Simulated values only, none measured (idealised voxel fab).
Presented below is a process module, voxel self aligned contacts.
Xsec cut, 210 nm wide, square cell size 5 nm.
Cross-section, as written here: a square-cell grid given band by band from the top down, where a band holds one or more rows of cells. Within each band entry, the heights of the top and of the bottom of the band appear first, in that order and in nm; the materials of the band then follow from left to right, each with its corresponding width in nm. The designation "full width" on a single material indicates that it fills the band from edge to edge; the designation "air" indicates empty space. Heights are expressed relative to 0, this being the level below which the as-received wafer comprises one material exclusively. The lowest band is unbounded in the downward direction and is denoted as in "0 and below". Width: "30..40" (first number = top row, second number = bottom row, same change from row to row of cells). A step reported as "identical to before" is a step in which no cell of the cross-section changed. "Closed void catalog" contains a list of empty spaces, each no smaller than 8 cells and without an open way to the top, written in the form width x height at distance with the distance from the left edge and all three in nm. The remark found on a step's line after its settings is issued by the simulator itself and pertains to that step. You can add "overlay nm" to a step's line. For a step with a mask, it describes how far the mask lay to the right of its planned position, and a negative number describes a lay to the left. Reading guide: pairs of cross-sections, before and after one process step; after view cut off at lowest changed band; step and settings listed under each pair. Pairs may stem from different runs of this module on the same starting wafer; continuity with the pair above only where the "Geometry before processing" entry states it.
Geometry before processing:
  0 and below | Si full width
  Closed void catalog: none
Post-Step Section View:
  5 down to 0 | SiO2 full width
  Lower than 0, everything is as it was.
  Closed void catalog: none
Between the two cross-sections shown above, the process step is CONFORMAL_DEP,material SiO2,thk nm 5
Geometry before processing: This step starts from the configuration shown after the step in the pair immediately above.
Post-Step Section View:
  25 down to 5 | polySi full width
  Lower than 5, everything is as it was.
  Closed void catalog: none
Between the two cross-sections shown above, the process step is DIRECTIONAL_DEP,material polySi,thk nm 20
Geometry before processing: This step starts from the configuration shown after the step in the pair immediately above.
Post-Step Section View:
  50 down to 25 | SiN full width
  Lower than 25, everything is as it was.
  Closed void catalog: none
Between the two cross-sections shown above, the process step is DIRECTIONAL_DEP,material SiN,thk nm 25
Geometry before processing: This step starts from the configuration shown after the step in the pair immediately above.
Post-Step Section View:
  70 down to 50 | 60 nm air, 25 nm resist, 40 nm air, 25 nm resist, 60 nm air
  Lower than 50, everything is as it was.
  Closed void catalog: none
Between the two cross-sections shown above, the process step is PATTERN,tone cover,mask id GATE,material resist,width nm 25,pitch nm 65,thk nm 20,overlay nm 0
Geometry before processing: This step starts from the configuration shown after the step in the pair immediately above.
Post-Step Section View:
  70 down to 50 | 60 nm air, 25 nm resist, 40 nm air, 25 nm resist, 60 nm air
  50 down to 25 | 60 nm air, 25 nm SiN, 40 nm air, 25 nm SiN, 60 nm air
  Lower than 25, everything is as it was.
  Closed void catalog: none
Between the two cross-sections shown above, the process step is DIRECTIONAL_ETCH,etch materials SiN,depth nm 25
Geometry before processing: This step starts from the configuration shown after the step in the pair immediately above.
Post-Step Section View:
  70 down to 50 | 60 nm air, 25 nm resist, 40 nm air, 25 nm resist, 60 nm air
  50 down to 25 | 60 nm air, 25 nm SiN, 40 nm air, 25 nm SiN, 60 nm air
  25 down to 5 | 60 nm air, 25 nm polySi, 40 nm air, 25 nm polySi, 60 nm air
  Lower than 5, everything is as it was.
  Closed void catalog: none
Between the two cross-sections shown above, the process step is DIRECTIONAL_ETCH,etch materials polySi,depth nm 20
Geometry before processing: This step starts from the configuration shown after the step in the pair immediately above.
Post-Step Section View:
  50 down to 25 | 60 nm air, 25 nm SiN, 40 nm air, 25 nm SiN, 60 nm air
  Lower than 25, everything is as it was.
  Closed void catalog: none
Between the two cross-sections shown above, the process step is STRIP,etch materials resist
Geometry before processing: This step starts from the configuration shown after the step in the pair immediately above.
Post-Step Section View:
  60 down to 25 | 50 nm air, 45 nm SiN, 20 nm air, 45 nm SiN, 50 nm air
  25 down to 15 | 50 nm air, 10 nm SiN, 25 nm polySi, 10 nm SiN, 20 nm air, 10 nm SiN, 25 nm polySi, 10 nm SiN, 50 nm air
  15 down to 5 | 60 nm SiN, 25 nm polySi, 40 nm SiN, 25 nm polySi, 60 nm SiN
  Lower than 5, everything is as it was.
  Closed void catalog: none
Between the two cross-sections shown above, the process step is CONFORMAL_DEP,material SiN,thk nm 10
Geometry before processing: This step starts from the configuration shown after the step in the pair immediately above.
Post-Step Section View:
  50 down to 25 | 50 nm air, 45 nm SiN, 20 nm air, 45 nm SiN, 50 nm air
  25 down to 5 | 50 nm air, 10 nm SiN, 25 nm polySi, 10 nm SiN, 20 nm air, 10 nm SiN, 25 nm polySi, 10 nm SiN, 50 nm air
  Lower than 5, everything is as it was.
  Closed void catalog: none
Between the two cross-sections shown above, the process step is DIRECTIONAL_ETCH,etch materials SiN,depth nm 10
Geometry before processing: This step starts from the configuration shown after the step in the pair immediately above.
Post-Step Section View:
  65 down to 50 | SiO2 full width
  50 down to 25 | 50 nm SiO2, 45 nm SiN, 20 nm SiO2, 45 nm SiN, 50 nm SiO2
  25 down to 5 | 50 nm SiO2, 10 nm SiN, 25 nm polySi, 10 nm SiN, 20 nm SiO2, 10 nm SiN, 25 nm polySi, 10 nm SiN, 50 nm SiO2
  Lower than 5, everything is as it was.
  Closed void catalog: none
Between the two cross-sections shown above, the process step is FILL_DEP,material SiO2,thk nm 15
Geometry before processing: This step starts from the configuration shown after the step in the pair immediately above.
Post-Step Section View:
  60 down to 50 | SiO2 full width
  Lower than 50, everything is as it was.
  Closed void catalog: none
Between the two cross-sections shown above, the process step is CMP,height nm 60
Geometry before processing: This step starts from the configuration shown after the step in the pair immediately above.
Post-Step Section View:
  80 down to 60 | 80 nm resist, 50 nm air, 80 nm resist
  Lower than 60, everything is as it was.
  Closed void catalog: none
Between the two cross-sections shown above, the process step is PATTERN,tone open,mask id CONTACT,material resist,width nm 50,thk nm 20,overlay nm 0
Geometry before processing: This step starts from the configuration shown after the step in the pair immediately above.
Post-Step Section View:
  80 down to 60 | 80 nm resist, 50 nm air, 80 nm resist
  60 down to 50 | 80 nm SiO2, 50 nm air, 80 nm SiO2
  50 down to 25 | 50 nm SiO2, 45 nm SiN, 20 nm air, 45 nm SiN, 50 nm SiO2
  25 down to 5 | 50 nm SiO2, 10 nm SiN, 25 nm polySi, 10 nm SiN, 20 nm air, 10 nm SiN, 25 nm polySi, 10 nm SiN, 50 nm SiO2
  5 down to 0 | 95 nm SiO2, 20 nm air, 95 nm SiO2
  Lower than 0, everything is as it was.
  Closed void catalog: none
Between the two cross-sections shown above, the process step is DIRECTIONAL_ETCH,etch materials SiO2,depth nm 60
Geometry before processing: This step starts from the configuration shown after the step in the pair immediately above.
Post-Step Section View:
  60 down to 50 | 80 nm SiO2, 50 nm air, 80 nm SiO2
  Lower than 50, everything is as it was.
  Closed void catalog: none
Between the two cross-sections shown above, the process step is STRIP,etch materials resist
Geometry before processing: This step starts from the configuration shown after the step in the pair immediately above.
Post-Step Section View:
  65 down to 60 | 85 nm TiN, 40 nm air, 85 nm TiN
  60 down to 50 | 80 nm SiO2, 5..20 nm TiN, 40..10 nm air, 5..20 nm TiN, 80 nm SiO2
  50 down to 25 | 50 nm SiO2, 45 nm SiN, 5 nm TiN, 10 nm air, 5 nm TiN, 45 nm SiN, 50 nm SiO2
  25 down to 5 | 50 nm SiO2, 10 nm SiN, 25 nm polySi, 10 nm SiN, 5 nm TiN, 10 nm air, 5 nm TiN, 10 nm SiN, 25 nm polySi, 10 nm SiN, 50 nm SiO2
  5 down to 0 | 95 nm SiO2, 20 nm TiN, 95 nm SiO2
  Lower than 0, everything is as it was.
  Closed void catalog: none
Between the two cross-sections shown above, the process step is CONFORMAL_DEP,material TiN,thk nm 5
Geometry before processing: This step starts from the configuration shown after the step in the pair immediately above.
Post-Step Section View:
  75 down to 65 | W full width
  65 down to 60 | 85 nm TiN, 40 nm W, 85 nm TiN
  60 down to 50 | 80 nm SiO2, 5..20 nm TiN, 40..10 nm W, 5..20 nm TiN, 80 nm SiO2
  50 down to 25 | 50 nm SiO2, 45 nm SiN, 5 nm TiN, 10 nm W, 5 nm TiN, 45 nm SiN, 50 nm SiO2
  25 down to 5 | 50 nm SiO2, 10 nm SiN, 25 nm polySi, 10 nm SiN, 5 nm TiN, 10 nm W, 5 nm TiN, 10 nm SiN, 25 nm polySi, 10 nm SiN, 50 nm SiO2
  Lower than 5, everything is as it was.
  Closed void catalog: none
Between the two cross-sections shown above, the process step is FILL_DEP,material W,thk nm 10
Geometry before processing: This step starts from the configuration shown after the step in the pair immediately above.
Post-Step Section View:
  60 down to 50 | 80 nm SiO2, 5..20 nm TiN, 40..10 nm W, 5..20 nm TiN, 80 nm SiO2
  Lower than 50, everything is as it was.
  Closed void catalog: none
Between the two cross-sections shown above, the process step is CMP,height nm 60
Geometry before processing: This step starts from the configuration shown after the step in the pair immediately above.
Post-Step Section View:
  65 down to 60 | SiCN full width
  Lower than 60, everything is as it was.
  Closed void catalog: none
Between the two cross-sections shown above, the process step is CONFORMAL_DEP,material SiCN,thk nm 5
Geometry before processing:
  75 down to 65 | W full width
  65 down to 60 | 85 nm TiN, 40 nm W, 85 nm TiN
  60 down to 50 | 80 nm SiO2, 5..20 nm TiN, 40..10 nm W, 5..20 nm TiN, 80 nm SiO2
  50 down to 25 | 50 nm SiO2, 45 nm SiN, 5 nm TiN, 10 nm W, 5 nm TiN, 45 nm SiN, 50 nm SiO2
  25 down to 5 | 50 nm SiO2, 10 nm SiN, 25 nm polySi, 10 nm SiN, 5 nm TiN, 10 nm W, 5 nm TiN, 10 nm SiN, 25 nm polySi, 10 nm SiN, 50 nm SiO2
  5 down to 0 | 95 nm SiO2, 20 nm TiN, 95 nm SiO2
  0 and below | Si full width
  Closed void catalog: none
Post-Step Section View:
  80 down to 75 | SiCN full width
  Lower than 75, everything is as it was.
  Closed void catalog: none
Between the two cross-sections shown above, the process step is CONFORMAL_DEP,material SiCN,thk nm 5
Geometry before processing:
  50 down to 25 | SiN full width
  25 down to 5 | polySi full width
  5 down to 0 | SiO2 full width
  0 and below | Si full width
  Closed void catalog: none
Post-Step Section View:
  75 down to 25 | SiN full width
  Lower than 25, everything is as it was.
  Closed void catalog: none
Between the two cross-sections shown above, the process step is DIRECTIONAL_DEP,material SiN,thk nm 25
Geometry before processing: This step starts from the configuration shown after the step in the pair immediately above.
Post-Step Section View:
  95 down to 75 | 60 nm air, 25 nm resist, 40 nm air, 25 nm resist, 60 nm air
  Lower than 75, everything is as it was.
  Closed void catalog: none
Between the two cross-sections shown above, the process step is PATTERN,tone cover,mask id GATE,material resist,width nm 25,pitch nm 65,thk nm 20,overlay nm 0
Geometry before processing: This step starts from the configuration shown after the step in the pair immediately above.
Post-Step Section View:
  95 down to 75 | 60 nm air, 25 nm resist, 40 nm air, 25 nm resist, 60 nm air
  75 down to 50 | 60 nm air, 25 nm SiN, 40 nm air, 25 nm SiN, 60 nm air
  Lower than 50, everything is as it was.
  Closed void catalog: none
Between the two cross-sections shown above, the process step is DIRECTIONAL_ETCH,etch materials SiN,depth nm 25
Geometry before processing: This step starts from the configuration shown after the step in the pair immediately above.
Post-Step Section View:
  75 down to 50 | 60 nm air, 25 nm SiN, 40 nm air, 25 nm SiN, 60 nm air
  Lower than 50, everything is as it was.
  Closed void catalog: none
Between the two cross-sections shown above, the process step is STRIP,etch materials resist
Geometry before processing: This step starts from the configuration shown after the step in the pair immediately above.
Post-Step Section View:
  85 down to 60 | 50 nm air, 45 nm SiN, 20 nm air, 45 nm SiN, 50 nm air
  60 down to 25 | SiN full width
  Lower than 25, everything is as it was.
  Closed void catalog: none
Between the two cross-sections shown above, the process step is CONFORMAL_DEP,material SiN,thk nm 10
Geometry before processing: This step starts from the configuration shown after the step in the pair immediately above.
Post-Step Section View:
  75 down to 50 | 50 nm air, 45 nm SiN, 20 nm air, 45 nm SiN, 50 nm air
  Lower than 50, everything is as it was.
  Closed void catalog: none
Between the two cross-sections shown above, the process step is DIRECTIONAL_ETCH,etch materials SiN,depth nm 10
Geometry before processing: This step starts from the configuration shown after the step in the pair immediately above.
Post-Step Section View:
  90 down to 75 | SiO2 full width
  75 down to 50 | 50 nm SiO2, 45 nm SiN, 20 nm SiO2, 45 nm SiN, 50 nm SiO2
  Lower than 50, everything is as it was.
  Closed void catalog: none
Between the two cross-sections shown above, the process step is FILL_DEP,material SiO2,thk nm 15
Geometry before processing: This step starts from the configuration shown after the step in the pair immediately above.
Post-Step Section View:
  60 down to 50 | 50 nm SiO2, 45 nm SiN, 20 nm SiO2, 45 nm SiN, 50 nm SiO2
  Lower than 50, everything is as it was.
  Closed void catalog: none
Between the two cross-sections shown above, the process step is CMP,height nm 60
Geometry before processing: This step starts from the configuration shown after the step in the pair immediately above.
Post-Step Section View:
  80 down to 60 | 80 nm resist, 50 nm air, 80 nm resist
  Lower than 60, everything is as it was.
  Closed void catalog: none
Between the two cross-sections shown above, the process step is PATTERN,tone open,mask id CONTACT,material resist,width nm 50,thk nm 20,overlay nm 0
Geometry before processing: This step starts from the configuration shown after the step in the pair immediately above.
Post-Step Section View:
  80 down to 60 | 80 nm resist, 50 nm air, 80 nm resist
  60 down to 50 | 50 nm SiO2, 45 nm SiN, 20 nm air, 45 nm SiN, 50 nm SiO2
  Lower than 50, everything is as it was.
  Closed void catalog: none
Between the two cross-sections shown above, the process step is DIRECTIONAL_ETCH,etch materials SiO2,depth nm 60
Geometry before processing: This step starts from the configuration shown after the step in the pair immediately above.
Post-Step Section View:
  60 down to 50 | 50 nm SiO2, 45 nm SiN, 20 nm air, 45 nm SiN, 50 nm SiO2
  Lower than 50, everything is as it was.
  Closed void catalog: none
Between the two cross-sections shown above, the process step is STRIP,etch materials resist
Geometry before processing: This step starts from the configuration shown after the step in the pair immediately above.
Post-Step Section View:
  65 down to 60 | 100 nm TiN, 10 nm air, 100 nm TiN
  60 down to 55 | 50 nm SiO2, 45 nm SiN, 5 nm TiN, 10 nm air, 5 nm TiN, 45 nm SiN, 50 nm SiO2
  55 down to 50 | 50 nm SiO2, 45 nm SiN, 20 nm TiN, 45 nm SiN, 50 nm SiO2
  Lower than 50, everything is as it was.
  Closed void catalog: none
Between the two cross-sections shown above, the process step is CONFORMAL_DEP,material TiN,thk nm 5
Geometry before processing: This step starts from the configuration shown after the step in the pair immediately above.
Post-Step Section View:
  75 down to 65 | W full width
  65 down to 60 | 100 nm TiN, 10 nm W, 100 nm TiN
  60 down to 55 | 50 nm SiO2, 45 nm SiN, 5 nm TiN, 10 nm W, 5 nm TiN, 45 nm SiN, 50 nm SiO2
  Lower than 55, everything is as it was.
  Closed void catalog: none
Between the two cross-sections shown above, the process step is FILL_DEP,material W,thk nm 10
Geometry before processing: This step starts from the configuration shown after the step in the pair immediately above.
Post-Step Section View:
  60 down to 55 | 50 nm SiO2, 45 nm SiN, 5 nm TiN, 10 nm W, 5 nm TiN, 45 nm SiN, 50 nm SiO2
  Lower than 55, everything is as it was.
  Closed void catalog: none
Between the two cross-sections shown above, the process step is CMP,height nm 60
Geometry before processing: This step starts from the configuration shown after the step in the pair immediately above.
Post-Step Section View:
  65 down to 60 | SiCN full width
  Lower than 60, everything is as it was.
  Closed void catalog: none
Between the two cross-sections shown above, the process step is CONFORMAL_DEP,material SiCN,thk nm 5
Geometry before processing:
  0 and below | Si full width
  Closed void catalog: none
Post-Step Section View:
  20 down to 0 | polySi full width
  Lower than 0, everything is as it was.
  Closed void catalog: none
Between the two cross-sections shown above, the process step is DIRECTIONAL_DEP,material polySi,thk nm 20
Geometry before processing: This step starts from the configuration shown after the step in the pair immediately above.
Post-Step Section View:
  25 down to 20 | SiO2 full width
  Lower than 20, everything is as it was.
  Closed void catalog: none
Between the two cross-sections shown above, the process step is CONFORMAL_DEP,material SiO2,thk nm 5
Geometry before processing: This step starts from the configuration shown after the step in the pair immediately above.
Post-Step Section View:
  50 down to 25 | SiN full width
  Lower than 25, everything is as it was.
  Closed void catalog: none
Between the two cross-sections shown above, the process step is DIRECTIONAL_DEP,material SiN,thk nm 25
Geometry before processing: This step starts from the configuration shown after the step in the pair immediately above.
Post-Step Section View:
  70 down to 50 | 60 nm air, 25 nm resist, 40 nm air, 25 nm resist, 60 nm air
  Lower than 50, everything is as it was.
  Closed void catalog: none
Between the two cross-sections shown above, the process step is PATTERN,tone cover,mask id GATE,material resist,width nm 25,pitch nm 65,thk nm 20,overlay nm 0
Geometry before processing: This step starts from the configuration shown after the step in the pair immediately above.
Post-Step Section View:
  70 down to 50 | 60 nm air, 25 nm resist, 40 nm air, 25 nm resist, 60 nm air
  50 down to 25 | 60 nm air, 25 nm SiN, 40 nm air, 25 nm SiN, 60 nm air
  Lower than 25, everything is as it was.
  Closed void catalog: none
Between the two cross-sections shown above, the process step is DIRECTIONAL_ETCH,etch materials SiN,depth nm 25
Geometry before processing: This step starts from the configuration shown after the step in the pair immediately above.
Post-Step Section View:
  50 down to 25 | 60 nm air, 25 nm SiN, 40 nm air, 25 nm SiN, 60 nm air
  Lower than 25, everything is as it was.
  Closed void catalog: none
Between the two cross-sections shown above, the process step is STRIP,etch materials resist
Geometry before processing: This step starts from the configuration shown after the step in the pair immediately above.
Post-Step Section View:
  60 down to 35 | 50 nm air, 45 nm SiN, 20 nm air, 45 nm SiN, 50 nm air
  35 down to 25 | SiN full width
  Lower than 25, everything is as it was.
  Closed void catalog: none
Between the two cross-sections shown above, the process step is CONFORMAL_DEP,material SiN,thk nm 10
Geometry before processing: This step starts from the configuration shown after the step in the pair immediately above.
Post-Step Section View:
  50 down to 25 | 50 nm air, 45 nm SiN, 20 nm air, 45 nm SiN, 50 nm air
  Lower than 25, everything is as it was.
  Closed void catalog: none
Between the two cross-sections shown above, the process step is DIRECTIONAL_ETCH,etch materials SiN,depth nm 10
Geometry before processing: This step starts from the configuration shown after the step in the pair immediately above.
Post-Step Section View:
  65 down to 50 | SiO2 full width
  50 down to 25 | 50 nm SiO2, 45 nm SiN, 20 nm SiO2, 45 nm SiN, 50 nm SiO2
  Lower than 25, everything is as it was.
  Closed void catalog: none
Between the two cross-sections shown above, the process step is FILL_DEP,material SiO2,thk nm 15
Geometry before processing: This step starts from the configuration shown after the step in the pair immediately above.
Post-Step Section View:
  60 down to 50 | SiO2 full width
  Lower than 50, everything is as it was.
  Closed void catalog: none
Between the two cross-sections shown above, the process step is CMP,height nm 60
Geometry before processing: This step starts from the configuration shown after the step in the pair immediately above.
Post-Step Section View:
  80 down to 60 | 80 nm resist, 50 nm air, 80 nm resist
  Lower than 60, everything is as it was.
  Closed void catalog: none
Between the two cross-sections shown above, the process step is PATTERN,tone open,mask id CONTACT,material resist,width nm 50,thk nm 20,overlay nm 0
Geometry before processing: This step starts from the configuration shown after the step in the pair immediately above.
Post-Step Section View:
  80 down to 60 | 80 nm resist, 50 nm air, 80 nm resist
  60 down to 50 | 80 nm SiO2, 50 nm air, 80 nm SiO2
  50 down to 25 | 50 nm SiO2, 45 nm SiN, 20 nm air, 45 nm SiN, 50 nm SiO2
  25 down to 20 | 95 nm SiO2, 20 nm air, 95 nm SiO2
  Lower than 20, everything is as it was.
  Closed void catalog: none
Between the two cross-sections shown above, the process step is DIRECTIONAL_ETCH,etch materials SiO2,depth nm 60
Geometry before processing: This step starts from the configuration shown after the step in the pair immediately above.
Post-Step Section View:
  60 down to 50 | 80 nm SiO2, 50 nm air, 80 nm SiO2
  Lower than 50, everything is as it was.
  Closed void catalog: none
Between the two cross-sections shown above, the process step is STRIP,etch materials resist
Geometry before processing: This step starts from the configuration shown after the step in the pair immediately above.
Post-Step Section View:
  65 down to 60 | 85 nm TiN, 40 nm air, 85 nm TiN
  60 down to 50 | 80 nm SiO2, 5..20 nm TiN, 40..10 nm air, 5..20 nm TiN, 80 nm SiO2
  50 down to 25 | 50 nm SiO2, 45 nm SiN, 5 nm TiN, 10 nm air, 5 nm TiN, 45 nm SiN, 50 nm SiO2
  25 down to 20 | 95 nm SiO2, 20 nm TiN, 95 nm SiO2
  Lower than 20, everything is as it was.
  Closed void catalog: none
Between the two cross-sections shown above, the process step is CONFORMAL_DEP,material TiN,thk nm 5
Geometry before processing: This step starts from the configuration shown after the step in the pair immediately above.
Post-Step Section View:
  75 down to 65 | W full width
  65 down to 60 | 85 nm TiN, 40 nm W, 85 nm TiN
  60 down to 50 | 80 nm SiO2, 5..20 nm TiN, 40..10 nm W, 5..20 nm TiN, 80 nm SiO2
  50 down to 25 | 50 nm SiO2, 45 nm SiN, 5 nm TiN, 10 nm W, 5 nm TiN, 45 nm SiN, 50 nm SiO2
  Lower than 25, everything is as it was.
  Closed void catalog: none
Between the two cross-sections shown above, the process step is FILL_DEP,material W,thk nm 10
Geometry before processing: This step starts from the configuration shown after the step in the pair immediately above.
Post-Step Section View:
  60 down to 50 | 80 nm SiO2, 5..20 nm TiN, 40..10 nm W, 5..20 nm TiN, 80 nm SiO2
  Lower than 50, everything is as it was.
  Closed void catalog: none
Between the two cross-sections shown above, the process step is CMP,height nm 60
Geometry before processing: This step starts from the configuration shown after the step in the pair immediately above.
Post-Step Section View:
  65 down to 60 | SiCN full width
  Lower than 60, everything is as it was.
  Closed void catalog: none
Between the two cross-sections shown above, the process step is CONFORMAL_DEP,material SiCN,thk nm 5
Geometry before processing:
  65 down to 50 | SiO2 full width
  50 down to 25 | 50 nm SiO2, 45 nm SiN, 20 nm SiO2, 45 nm SiN, 50 nm SiO2
  25 down to 5 | 50 nm SiO2, 10 nm SiN, 25 nm polySi, 10 nm SiN, 20 nm SiO2, 10 nm SiN, 25 nm polySi, 10 nm SiN, 50 nm SiO2
  5 down to 0 | SiO2 full width
  0 and below | Si full width
  Closed void catalog: none
Post-Step Section View:
  55 down to 50 | SiO2 full width
  Lower than 50, everything is as it was.
  Closed void catalog: none
Between the two cross-sections shown above, the process step is CMP,height nm 55
Geometry before processing: This step starts from the configuration shown after the step in the pair immediately above.
Post-Step Section View:
  75 down to 55 | 80 nm resist, 50 nm air, 80 nm resist
  Lower than 55, everything is as it was.
  Closed void catalog: none
Between the two cross-sections shown above, the process step is PATTERN,tone open,mask id CONTACT,material resist,width nm 50,thk nm 20,overlay nm 0
Geometry before processing: This step starts from the configuration shown after the step in the pair immediately above.
Post-Step Section View:
  75 down to 55 | 80 nm resist, 50 nm air, 80 nm resist
  55 down to 50 | 80 nm SiO2, 50 nm air, 80 nm SiO2
  50 down to 25 | 50 nm SiO2, 45 nm SiN, 20 nm air, 45 nm SiN, 50 nm SiO2
  25 down to 5 | 50 nm SiO2, 10 nm SiN, 25 nm polySi, 10 nm SiN, 20 nm air, 10 nm SiN, 25 nm polySi, 10 nm SiN, 50 nm SiO2
  5 down to 0 | 95 nm SiO2, 20 nm air, 95 nm SiO2
  Lower than 0, everything is as it was.
  Closed void catalog: none
Between the two cross-sections shown above, the process step is DIRECTIONAL_ETCH,etch materials SiO2,depth nm 60
Geometry before processing: This step starts from the configuration shown after the step in the pair immediately above.
Post-Step Section View:
  55 down to 50 | 80 nm SiO2, 50 nm air, 80 nm SiO2
  Lower than 50, everything is as it was.
  Closed void catalog: none
Between the two cross-sections shown above, the process step is STRIP,etch materials resist
Geometry before processing: This step starts from the configuration shown after the step in the pair immediately above.
Post-Step Section View:
  60 down to 55 | 85 nm TiN, 40 nm air, 85 nm TiN
  55 down to 50 | 80 nm SiO2, 20 nm TiN, 10 nm air, 20 nm TiN, 80 nm SiO2
  50 down to 25 | 50 nm SiO2, 45 nm SiN, 5 nm TiN, 10 nm air, 5 nm TiN, 45 nm SiN, 50 nm SiO2
  25 down to 5 | 50 nm SiO2, 10 nm SiN, 25 nm polySi, 10 nm SiN, 5 nm TiN, 10 nm air, 5 nm TiN, 10 nm SiN, 25 nm polySi, 10 nm SiN, 50 nm SiO2
  5 down to 0 | 95 nm SiO2, 20 nm TiN, 95 nm SiO2
  Lower than 0, everything is as it was.
  Closed void catalog: none
Between the two cross-sections shown above, the process step is CONFORMAL_DEP,material TiN,thk nm 5
Geometry before processing: This step starts from the configuration shown after the step in the pair immediately above.
Post-Step Section View:
  70 down to 60 | W full width
  60 down to 55 | 85 nm TiN, 40 nm W, 85 nm TiN
  55 down to 50 | 80 nm SiO2, 20 nm TiN, 10 nm W, 20 nm TiN, 80 nm SiO2
  50 down to 25 | 50 nm SiO2, 45 nm SiN, 5 nm TiN, 10 nm W, 5 nm TiN, 45 nm SiN, 50 nm SiO2
  25 down to 5 | 50 nm SiO2, 10 nm SiN, 25 nm polySi, 10 nm SiN, 5 nm TiN, 10 nm W, 5 nm TiN, 10 nm SiN, 25 nm polySi, 10 nm SiN, 50 nm SiO2
  Lower than 5, everything is as it was.
  Closed void catalog: none
Between the two cross-sections shown above, the process step is FILL_DEP,material W,thk nm 10
Geometry before processing: This step starts from the configuration shown after the step in the pair immediately above.
Post-Step Section View:
  60 down to 55 | 85 nm TiN, 40 nm W, 85 nm TiN
  Lower than 55, everything is as it was.
  Closed void catalog: none
Between the two cross-sections shown above, the process step is CMP,height nm 60
Geometry before processing: This step starts from the configuration shown after the step in the pair immediately above.
Post-Step Section View:
  65 down to 60 | SiCN full width
  Lower than 60, everything is as it was.
  Closed void catalog: none
Between the two cross-sections shown above, the process step is CONFORMAL_DEP,material SiCN,thk nm 5
Geometry before processing:
  60 down to 50 | SiO2 full width
  50 down to 25 | 50 nm SiO2, 45 nm SiN, 20 nm SiO2, 45 nm SiN, 50 nm SiO2
  25 down to 5 | 50 nm SiO2, 10 nm SiN, 25 nm polySi, 10 nm SiN, 20 nm SiO2, 10 nm SiN, 25 nm polySi, 10 nm SiN, 50 nm SiO2
  5 down to 0 | SiO2 full width
  0 and below | Si full width
  Closed void catalog: none
Post-Step Section View:
  80 down to 60 | 85 nm resist, 40 nm air, 85 nm resist
  Lower than 60, everything is as it was.
  Closed void catalog: none
Between the two cross-sections shown above, the process step is PATTERN,tone open,mask id CONTACT,material resist,width nm 40,thk nm 20,overlay nm 0
Geometry before processing: This step starts from the configuration shown after the step in the pair immediately above.
Post-Step Section View:
  80 down to 60 | 85 nm resist, 40 nm air, 85 nm resist
  60 down to 50 | 85 nm SiO2, 40 nm air, 85 nm SiO2
  50 down to 25 | 50 nm SiO2, 45 nm SiN, 20 nm air, 45 nm SiN, 50 nm SiO2
  25 down to 5 | 50 nm SiO2, 10 nm SiN, 25 nm polySi, 10 nm SiN, 20 nm air, 10 nm SiN, 25 nm polySi, 10 nm SiN, 50 nm SiO2
  5 down to 0 | 95 nm SiO2, 20 nm air, 95 nm SiO2
  Lower than 0, everything is as it was.
  Closed void catalog: none
Between the two cross-sections shown above, the process step is DIRECTIONAL_ETCH,etch materials SiO2,depth nm 60
Geometry before processing: This step starts from the configuration shown after the step in the pair immediately above.
Post-Step Section View:
  60 down to 50 | 85 nm SiO2, 40 nm air, 85 nm SiO2
  Lower than 50, everything is as it was.
  Closed void catalog: none
Between the two cross-sections shown above, the process step is STRIP,etch materials resist
Geometry before processing: This step starts from the configuration shown after the step in the pair immediately above.
Post-Step Section View:
  65 down to 60 | 90 nm TiN, 30 nm air, 90 nm TiN
  60 down to 50 | 85 nm SiO2, 5..15 nm TiN, 30..10 nm air, 5..15 nm TiN, 85 nm SiO2
  50 down to 25 | 50 nm SiO2, 45 nm SiN, 5 nm TiN, 10 nm air, 5 nm TiN, 45 nm SiN, 50 nm SiO2
  25 down to 5 | 50 nm SiO2, 10 nm SiN, 25 nm polySi, 10 nm SiN, 5 nm TiN, 10 nm air, 5 nm TiN, 10 nm SiN, 25 nm polySi, 10 nm SiN, 50 nm SiO2
  5 down to 0 | 95 nm SiO2, 20 nm TiN, 95 nm SiO2
  Lower than 0, everything is as it was.
  Closed void catalog: none
Between the two cross-sections shown above, the process step is CONFORMAL_DEP,material TiN,thk nm 5
Geometry before processing: This step starts from the configuration shown after the step in the pair immediately above.
Post-Step Section View:
  75 down to 65 | W full width
  65 down to 60 | 90 nm TiN, 30 nm W, 90 nm TiN
  60 down to 50 | 85 nm SiO2, 5..15 nm TiN, 30..10 nm W, 5..15 nm TiN, 85 nm SiO2
  50 down to 25 | 50 nm SiO2, 45 nm SiN, 5 nm TiN, 10 nm W, 5 nm TiN, 45 nm SiN, 50 nm SiO2
  25 down to 5 | 50 nm SiO2, 10 nm SiN, 25 nm polySi, 10 nm SiN, 5 nm TiN, 10 nm W, 5 nm TiN, 10 nm SiN, 25 nm polySi, 10 nm SiN, 50 nm SiO2
  Lower than 5, everything is as it was.
  Closed void catalog: none
Between the two cross-sections shown above, the process step is FILL_DEP,material W,thk nm 10
Geometry before processing: This step starts from the configuration shown after the step in the pair immediately above.
Post-Step Section View:
  60 down to 50 | 85 nm SiO2, 5..15 nm TiN, 30..10 nm W, 5..15 nm TiN, 85 nm SiO2
  Lower than 50, everything is as it was.
  Closed void catalog: none
Between the two cross-sections shown above, the process step is CMP,height nm 60
Geometry before processing: This step starts from the configuration shown after the step in the pair immediately above.
Post-Step Section View:
  65 down to 60 | SiCN full width
  Lower than 60, everything is as it was.
  Closed void catalog: none
Between the two cross-sections shown above, the process step is CONFORMAL_DEP,material SiCN,thk nm 5
Geometry before processing:
  50 down to 25 | SiN full width
  25 down to 5 | polySi full width
  5 down to 0 | SiO2 full width
  0 and below | Si full width
  Closed void catalog: none
Post-Step Section View:
  70 down to 50 | 50 nm air, 25 nm resist, 40 nm air, 25 nm resist, 70 nm air
  Lower than 50, everything is as it was.
  Closed void catalog: none
Between the two cross-sections shown above, the process step is PATTERN,tone cover,mask id GATE,material resist,width nm 25,pitch nm 65,thk nm 20,overlay nm -10
Geometry before processing: This step starts from the configuration shown after the step in the pair immediately above.
Post-Step Section View:
  70 down to 50 | 50 nm air, 25 nm resist, 40 nm air, 25 nm resist, 70 nm air
  50 down to 25 | 50 nm air, 25 nm SiN, 40 nm air, 25 nm SiN, 70 nm air
  Lower than 25, everything is as it was.
  Closed void catalog: none
Between the two cross-sections shown above, the process step is DIRECTIONAL_ETCH,etch materials SiN,depth nm 25
Geometry before processing: This step starts from the configuration shown after the step in the pair immediately above.
Post-Step Section View:
  70 down to 50 | 50 nm air, 25 nm resist, 40 nm air, 25 nm resist, 70 nm air
  50 down to 25 | 50 nm air, 25 nm SiN, 40 nm air, 25 nm SiN, 70 nm air
  25 down to 5 | 50 nm air, 25 nm polySi, 40 nm air, 25 nm polySi, 70 nm air
  Lower than 5, everything is as it was.
  Closed void catalog: none
Between the two cross-sections shown above, the process step is DIRECTIONAL_ETCH,etch materials polySi,depth nm 20
